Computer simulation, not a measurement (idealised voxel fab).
The name of this process module is voxel fin reveal.
Section cut is 195 nm wide and gridded with 5 nm square cells.
Just so we're on the same page, the cross-sections are grids of square cells, and they're listed out in bands top to bottom, each band one or more rows deep. Top height, bottom height, nm. Materials left to right, width each, nm. Single material + "edge to edge" = fills band edge to edge. "blank" = empty. Height is counted from the level 0, under which the received wafer is composed throughout of one material. The lowest of the bands is not closed at the bottom but continues downward, in the notation "0 and below". Graded width ("30->40"): value in top row of band = first number; value in bottom row = second number; row-to-row change constant. Basically "everything unchanged" means that step didn't change any cell in the cross-section. Basically, "Closed void roster" tells you about the enclosed voids: empty spaces with no open way to the top, 8 cells or bigger, each written width x height at distance, where distance is from the left edge, all in nm. Read whatever lies past the settings on a step's line as the simulator's own remark about the step. When a step includes a mask, the "overlay nm" setting on its line states how far to the right of its planned place that mask lay, and negative values state how far to the left.

The steps planned for the process are as follows:
1. RECEIVE with material Si
2. CONFORMAL_DEP with material SiN, thk nm 10
3. DIRECTIONAL_DEP with material aC, thk nm 10
4. PATTERN with tone cover, mask id FINS, material resist, width nm 15, pitch nm 40, thk nm 30, overlay nm 0
5. DIRECTIONAL_ETCH with etch materials aC, depth nm 10
6. STRIP with etch materials resist
7. DIRECTIONAL_ETCH with etch materials SiN, depth nm 10
8. DIRECTIONAL_ETCH with etch materials Si, depth nm 40
9. STRIP with etch materials aC
10. OXIDIZE with depth nm 5
11. FILL_DEP with material SiO2, thk nm 15
12. CMP with height nm 10
13. SELECTIVE_ETCH with etch materials SiO2, depth nm 40
14. STRIP with etch materials SiN
15. CONFORMAL_DEP with material SiO2, thk nm 5

First of two wafers - as planned:

So this is the incoming wafer in cross-section - it's already been through step 1:
  0 and below: Si edge to edge
  Closed void roster: none

Upon completion of step 2, the wafer appears in cross-section as shown:
  10 down to 0: SiN edge to edge
  Anything lower than 0 is untouched.

Upon completion of step 3, the wafer appears in cross-section as shown:
  20 down to 10: aC edge to edge
  Anything lower than 10 is untouched.

Upon completion of step 4, the wafer appears in cross-section as shown:
  50 down to 20: blank 70 nm, resist 15 nm, blank 25 nm, resist 15 nm, blank 70 nm
  Anything lower than 20 is untouched.

Upon completion of step 5, the wafer appears in cross-section as shown:
  40 down to 20: blank 70 nm, resist 15 nm, blank 25 nm, resist 15 nm, blank 70 nm
  20 down to 10: blank 70 nm, aC 15 nm, blank 25 nm, aC 15 nm, blank 70 nm
  Anything lower than 10 is untouched.

Upon completion of step 6, the wafer appears in cross-section as shown:
  20 down to 10: blank 70 nm, aC 15 nm, blank 25 nm, aC 15 nm, blank 70 nm
  Anything lower than 10 is untouched.

Upon completion of step 7, the wafer appears in cross-section as shown:
  20 down to 10: blank 70 nm, aC 15 nm, blank 25 nm, aC 15 nm, blank 70 nm
  10 down to 0: blank 70 nm, SiN 15 nm, blank 25 nm, SiN 15 nm, blank 70 nm
  Anything lower than 0 is untouched.

Upon completion of step 8, the wafer appears in cross-section as shown:
  20 down to 10: blank 70 nm, aC 15 nm, blank 25 nm, aC 15 nm, blank 70 nm
  10 down to 0: blank 70 nm, SiN 15 nm, blank 25 nm, SiN 15 nm, blank 70 nm
  0 down to -40: blank 70 nm, Si 15 nm, blank 25 nm, Si 15 nm, blank 70 nm
  Anything lower than -40 is untouched.

Upon completion of step 9, the wafer appears in cross-section as shown:
  10 down to 0: blank 70 nm, SiN 15 nm, blank 25 nm, SiN 15 nm, blank 70 nm
  Anything lower than 0 is untouched.

Upon completion of step 10, the wafer appears in cross-section as shown:
  10 down to 0: blank 70 nm, SiN 15 nm, blank 25 nm, SiN 15 nm, blank 70 nm
  0 down to -40: blank 70 nm, SiO2 5 nm, Si 5 nm, SiO2 5 nm, blank 25 nm, SiO2 5 nm, Si 5 nm, SiO2 5 nm, blank 70 nm
  -40 down to -45: SiO2 75 nm, Si 5 nm, SiO2 35 nm, Si 5 nm, SiO2 75 nm
  Anything lower than -45 is untouched.

Upon completion of step 11, the wafer appears in cross-section as shown:
  25 down to 10: SiO2 edge to edge
  10 down to 0: SiO2 70 nm, SiN 15 nm, SiO2 25 nm, SiN 15 nm, SiO2 70 nm
  0 down to -45: SiO2 75 nm, Si 5 nm, SiO2 35 nm, Si 5 nm, SiO2 75 nm
  Anything lower than -45 is untouched.

Upon completion of step 12, the wafer appears in cross-section as shown:
  10 down to 0: SiO2 70 nm, SiN 15 nm, SiO2 25 nm, SiN 15 nm, SiO2 70 nm
  Anything lower than 0 is untouched.

Upon completion of step 13, the wafer appears in cross-section as shown:
  10 down to 0: blank 70 nm, SiN 15 nm, blank 25 nm, SiN 15 nm, blank 70 nm
  0 down to -30: blank 75 nm, Si 5 nm, blank 35 nm, Si 5 nm, blank 75 nm
  Anything lower than -30 is untouched.

Upon completion of step 14, the wafer appears in cross-section as shown:
  0 down to -30: blank 75 nm, Si 5 nm, blank 35 nm, Si 5 nm, blank 75 nm
  Anything lower than -30 is untouched.

Upon completion of step 15, the wafer appears in cross-section as shown:
  5 down to 0: blank 70 nm, SiO2 15 nm, blank 25 nm, SiO2 15 nm, blank 70 nm
  0 down to -25: blank 70 nm, SiO2 5 nm, Si 5 nm, SiO2 5 nm, blank 25 nm, SiO2 5 nm, Si 5 nm, SiO2 5 nm, blank 70 nm
  -25 down to -45: SiO2 75 nm, Si 5 nm, SiO2 35 nm, Si 5 nm, SiO2 75 nm
  Anything lower than -45 is untouched.

Second wafer, same starting conditions and recipe as the first, one mistake in executing it, nothing differs from the first up to and including step 3:

Cross-section of the second wafer corresponding to the planned conclusion of step 4:
  50 down to 20: blank 70 nm, resist 20 nm, blank 20 nm, resist 20 nm, blank 65 nm
  Anything lower than 20 is untouched.

Cross-section of the second wafer corresponding to the planned conclusion of step 5:
  40 down to 20: blank 70 nm, resist 20 nm, blank 20 nm, resist 20 nm, blank 65 nm
  20 down to 10: blank 70 nm, aC 20 nm, blank 20 nm, aC 20 nm, blank 65 nm
  Anything lower than 10 is untouched.

Cross-section of the second wafer corresponding to the planned conclusion of step 6:
  20 down to 10: blank 70 nm, aC 20 nm, blank 20 nm, aC 20 nm, blank 65 nm
  Anything lower than 10 is untouched.

Cross-section of the second wafer corresponding to the planned conclusion of step 7:
  20 down to 10: blank 70 nm, aC 20 nm, blank 20 nm, aC 20 nm, blank 65 nm
  10 down to 0: blank 70 nm, SiN 20 nm, blank 20 nm, SiN 20 nm, blank 65 nm
  Anything lower than 0 is untouched.

Cross-section of the second wafer corresponding to the planned conclusion of step 8:
  20 down to 10: blank 70 nm, aC 20 nm, blank 20 nm, aC 20 nm, blank 65 nm
  10 down to 0: blank 70 nm, SiN 20 nm, blank 20 nm, SiN 20 nm, blank 65 nm
  0 down to -40: blank 70 nm, Si 20 nm, blank 20 nm, Si 20 nm, blank 65 nm
  Anything lower than -40 is untouched.

Cross-section of the second wafer corresponding to the planned conclusion of step 9:
  10 down to 0: blank 70 nm, SiN 20 nm, blank 20 nm, SiN 20 nm, blank 65 nm
  Anything lower than 0 is untouched.

Cross-section of the second wafer corresponding to the planned conclusion of step 10:
  10 down to 0: blank 70 nm, SiN 20 nm, blank 20 nm, SiN 20 nm, blank 65 nm
  0 down to -40: blank 70 nm, SiO2 5 nm, Si 10 nm, SiO2 5 nm, blank 20 nm, SiO2 5 nm, Si 10 nm, SiO2 5 nm, blank 65 nm
  -40 down to -45: SiO2 75 nm, Si 10 nm, SiO2 30 nm, Si 10 nm, SiO2 70 nm
  Anything lower than -45 is untouched.

Cross-section of the second wafer corresponding to the planned conclusion of step 11:
  25 down to 10: SiO2 edge to edge
  10 down to 0: SiO2 70 nm, SiN 20 nm, SiO2 20 nm, SiN 20 nm, SiO2 65 nm
  0 down to -45: SiO2 75 nm, Si 10 nm, SiO2 30 nm, Si 10 nm, SiO2 70 nm
  Anything lower than -45 is untouched.

Cross-section of the second wafer corresponding to the planned conclusion of step 12:
  10 down to 0: SiO2 70 nm, SiN 20 nm, SiO2 20 nm, SiN 20 nm, SiO2 65 nm
  Anything lower than 0 is untouched.

Cross-section of the second wafer corresponding to the planned conclusion of step 13:
  10 down to 0: blank 70 nm, SiN 20 nm, blank 20 nm, SiN 20 nm, blank 65 nm
  0 down to -30: blank 75 nm, Si 10 nm, blank 30 nm, Si 10 nm, blank 70 nm
  Anything lower than -30 is untouched.

Cross-section of the second wafer corresponding to the planned conclusion of step 14:
  0 down to -30: blank 75 nm, Si 10 nm, blank 30 nm, Si 10 nm, blank 70 nm
  Anything lower than -30 is untouched.

Cross-section of the second wafer corresponding to the planned conclusion of step 15:
  5 down to 0: blank 70 nm, SiO2 20 nm, blank 20 nm, SiO2 20 nm, blank 65 nm
  0 down to -25: blank 70 nm, SiO2 5 nm, Si 10 nm, SiO2 5 nm, blank 20 nm, SiO2 5 nm, Si 10 nm, SiO2 5 nm, blank 65 nm
  -25 down to -45: SiO2 75 nm, Si 10 nm, SiO2 30 nm, Si 10 nm, SiO2 70 nm
  Anything lower than -45 is untouched.
So what did we get wrong on this run? so step 4 ended up running with a different setting than we planned, it ran as PATTERN with tone cover, mask id FINS, material resist, width nm 20, pitch nm 40, thk nm 30, overlay nm 0
Final comparison by cell count, materials where the second wafer has more or fewer than the first: +18 Si, -6 SiO2
